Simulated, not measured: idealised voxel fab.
Proc. module: voxel released beams
Displayed cross-section: cut, width of 265 nm, square cells sized 5 nm.
The cross-sections in this document take the form of a grid made of square cells. They are written out as bands, in order from top to bottom. Each band consists of one or more rows of cells.
Top, bottom (nm), then materials left to right with widths (nm); lone material tagged "edge to edge" fills the whole band edge to edge; "blank" = empty space.
Heights are expressed relative to 0, this being the level below which the as-received wafer comprises one material exclusively. The lowest band is unbounded in the downward direction and is denoted as in "top 0, no bottom".
With a width like "30..40", each row of cells in the band differs from the next by the same amount, the top row carrying the first number and the bottom row the second.
A step reported as "no alterations made" is a step in which no cell of the cross-section changed.
Under "Unvented voids" you'll find the enclosed gaps, the ones with no way out to the top, that are 8 cells or bigger; each reads width x height at distance, with distance counted from the left edge, everything in nm.
Whatever follows a step's settings on its line is a remark the simulator itself makes about that step.
A step line may carry the setting "overlay nm", which, for steps involving a mask, states the distance by which the mask lay to the right of its intended position; negative values denote displacement to the left.

# Process steps (planned)
1) RECEIVE | material Si
2) CONFORMAL_DEP | material SiN | thk nm 10
3) DIRECTIONAL_DEP | material SiO2 | thk nm 15
4) PATTERN | tone open | mask id ANCHOR | material resist | width nm 40 | thk nm 15 | overlay nm 0
5) DIRECTIONAL_ETCH | etch materials SiO2 | depth nm 15
6) STRIP | etch materials resist
7) CONFORMAL_DEP | material W | thk nm 15
8) DIRECTIONAL_DEP | material aC | thk nm 10
9) PATTERN | tone cover | mask id BEAM | material resist | width nm 90 | thk nm 30 | overlay nm 0
10) DIRECTIONAL_ETCH | etch materials aC | depth nm 10
11) STRIP | etch materials resist
12) DIRECTIONAL_ETCH | etch materials W | depth nm 15
13) STRIP | etch materials aC
14) STRIP | etch materials SiO2

# Cross-section: wafer on arrival = after step 1
    top 0, no bottom: Si edge to edge
    Unvented voids: none

# First of two wafers, end-of-module section, run followed plan
    top 40, bottom 25: blank: 85 | W: 20 | blank: 10 | W: 60 | blank: 90
    top 25, bottom 10: blank: 90 | W: 40 | blank: 135
    top 10, bottom 0: SiN edge to edge
    top 0, no bottom: Si edge to edge
    Unvented voids: none

# Presented here is a cross-section of the second of the two wafers as it stood at the end of the module. It was started in the same manner and assigned the same plan as the first wafer; however, one mistake was made in its execution
    top 40, bottom 25: blank: 85 | W: 15 | blank: 20 | W: 55 | blank: 90
    top 25, bottom 10: blank: 85 | W: 50 | blank: 130
    top 10, bottom 0: SiN edge to edge
    top 0, no bottom: Si edge to edge
    Unvented voids: none
Nonconformance to the process plan: contrary to plan, step 4 was performed as PATTERN | tone open | mask id ANCHOR | material resist | width nm 50 | thk nm 15 | overlay nm 0
If you tally the cells, the second wafer ends up with the same amount of every material as the first; it's all just sitting in different places.
